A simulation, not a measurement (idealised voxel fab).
The document below concerns the process module designated voxel transistor to metal.
Cross-sectional view cut (width: 205 nm; square cell size: 5 nm).
For the purposes of this document, a cross-section shall be understood as a grid of square cells, specified as bands listed in top-to-bottom order, each band consisting of one or more rows of cells. Band: top and bottom heights (nm) first, top before bottom; then materials from left to right, widths in nm. "all across" marks a sole material filling the band edge to edge. "air" denotes empty space. The level at which height equals 0 is the one under which the wafer, as it arrives, is entirely one material. No lower edge exists for the bottom band, which continues downward and is notated as in "0 down". With a width like "30..40", each row of cells in the band differs from the next by the same amount, the top row carrying the first number and the bottom row the second. The cross-section has no changed cell in any step marked "remained unchanged". "Cavities, closed" specifies each empty space that is not open to the top and that occupies no fewer than 8 cells, using the form width x height at distance, the distance measured from the left edge and all three quantities in nm. On each step's line, the part that comes after the settings is the simulator's own comment on the step. overlay nm: right-of-plan distance of the mask on a masked step; negative values mean left-of-plan.

### List of planned process steps
- 1: RECEIVE [material Si]
- 2: CONFORMAL_DEP [material SiO2] [thk nm 5]
- 3: CONFORMAL_DEP [material SiN] [thk nm 15]
- 4: MASKED_ETCH [tone cover] [mask id ACTIVE] [width nm 95] [etch materials SiN] [depth nm 15] [overlay nm 0]
- 5: MASKED_ETCH [tone cover] [mask id ACTIVE] [width nm 95] [etch materials SiO2] [depth nm 5] [overlay nm 0]
- 6: MASKED_ETCH [tone cover] [mask id ACTIVE] [width nm 95] [etch materials Si] [depth nm 25] [overlay nm 0]
- 7: FILL_DEP [material SiO2] [thk nm 15]
- 8: CMP [height nm 20]
- 9: SELECTIVE_ETCH [etch materials SiO2] [depth nm 10]
- 10: STRIP [etch materials SiN]
- 11: SELECTIVE_ETCH [etch materials SiO2] [depth nm 5]
- 12: OXIDIZE [depth nm 5]
- 13: DIRECTIONAL_DEP [material polySi] [thk nm 25]
- 14: DIRECTIONAL_DEP [material SiCN] [thk nm 15]
- 15: PATTERN [tone cover] [mask id GATE] [material resist] [width nm 25] [thk nm 15] [overlay nm 0]
- 16: DIRECTIONAL_ETCH [etch materials SiCN] [depth nm 25]
- 17: DIRECTIONAL_ETCH [etch materials polySi] [depth nm 35]
- 18: STRIP [etch materials resist]
- 19: CONFORMAL_DEP [material SiN] [thk nm 10]
- 20: DIRECTIONAL_ETCH [etch materials SiN] [depth nm 10]
- 21: DIRECTIONAL_ETCH [etch materials SiO2] [depth nm 5]
- 22: EPI [material SiGe] [thk nm 5]
- 23: FILL_DEP [material SiO2] [thk nm 10]
- 24: CMP [height nm 40]
- 25: DIRECTIONAL_DEP [material SiO2] [thk nm 10]
- 26: PATTERN [tone open] [mask id CONTACT] [material resist] [width nm 25] [pitch nm 60] [thk nm 15] [overlay nm 0]
- 27: DIRECTIONAL_ETCH [etch materials SiO2] [depth nm 50]
- 28: STRIP [etch materials resist]
- 29: CONFORMAL_DEP [material TiN] [thk nm 5]
- 30: FILL_DEP [material Ru] [thk nm 10]
- 31: CMP [height nm 50]
- 32: CONFORMAL_DEP [material SiN] [thk nm 5]
- 33: DIRECTIONAL_DEP [material SiO2] [thk nm 15]
- 34: MASKED_ETCH [tone open] [mask id METAL_1] [width nm 15] [pitch nm 70] [etch materials SiO2] [depth nm 15] [overlay nm 0]
- 35: MASKED_ETCH [tone open] [mask id METAL_1] [width nm 15] [pitch nm 70] [etch materials SiN] [depth nm 5] [overlay nm 0]
- 36: CONFORMAL_DEP [material TiN] [thk nm 5]
- 37: FILL_DEP [material W] [thk nm 5]
- 38: CMP [height nm 70]
- 39: CONFORMAL_DEP [material SiCN] [thk nm 5]

### As-received wafer cross-section (after step 1)
* 0 down = Si all across
* Cavities, closed: none

### first wafer at the end, as planned
* 75 to 70 = SiCN all across
* 70 to 55 = SiO2 (60), TiN (5), W (5), TiN (5), SiO2 (55), TiN (5), W (5), TiN (5), SiO2 (60)
* 55 to 50 = SiN (60), TiN (15), SiN (55), TiN (15), SiN (60)
* 50 to 40 = SiO2 (60), TiN (5), Ru (15..10), TiN (5..10), SiO2 (35), TiN (5..10), Ru (15..10), TiN (5), SiO2 (60)
* 40 to 25 = SiO2 (60), TiN (5), Ru (10), TiN (5), SiN (10), SiCN (25), SiN (10), TiN (5), Ru (10), TiN (5), SiO2 (60)
* 25 to 5 = SiO2 (60), TiN (5), Ru (10), TiN (5), SiN (10), polySi (25), SiN (10), TiN (5), Ru (10), TiN (5), SiO2 (60)
* 5 to 0 = SiO2 (50), SiN (10), TiN (20), SiN (10), polySi (25), SiN (10), TiN (20), SiN (10), SiO2 (50)
* 0 to -5 = SiO2 (60), SiGe (20), SiO2 (45), SiGe (20), SiO2 (60)
* -5 to -25 = SiO2 (55), Si (95), SiO2 (55)
* -25 down = Si all across
* Cavities, closed: none

### second wafer at the end: like start, like plan, one mistake
* 75 to 70 = SiCN all across
* 70 to 55 = SiO2 (60), TiN (5), W (5), TiN (5), SiO2 (55), TiN (5), W (5), TiN (5), SiO2 (60)
* 55 to 50 = SiN (60), TiN (15), SiN (55), TiN (15), SiN (60)
* 50 to 40 = SiO2 (60), TiN (5), Ru (15..10), TiN (5..10), SiO2 (35), TiN (5..10), Ru (15..10), TiN (5), SiO2 (60)
* 40 to 35 = SiO2 (60), TiN (5), Ru (10), TiN (5), SiN (10), SiCN (25), SiN (10), TiN (5), Ru (10), TiN (5), SiO2 (60)
* 35 to 30 = SiCN (50), SiN (10), TiN (20), SiN (10), SiCN (25), SiN (10), TiN (20), SiN (10), SiCN (50)
* 30 to 25 = polySi (50), SiCN (105), polySi (50)
* 25 to 5 = polySi all across
* 5 to 0 = SiO2 (50), polySi (105), SiO2 (50)
* 0 to -5 = SiO2 all across
* -5 to -25 = SiO2 (55), Si (95), SiO2 (55)
* -25 down = Si all across
* Cavities, closed: none
Nonconformance to the process plan: plan step 14 ran twice
Bottom line after processing is that, in cells, the second wafer is up or down on some materials versus the first: -24 Ru; +36 SiCN; -8 SiGe; -24 SiN; -136 SiO2; -24 TiN; +180 polySi
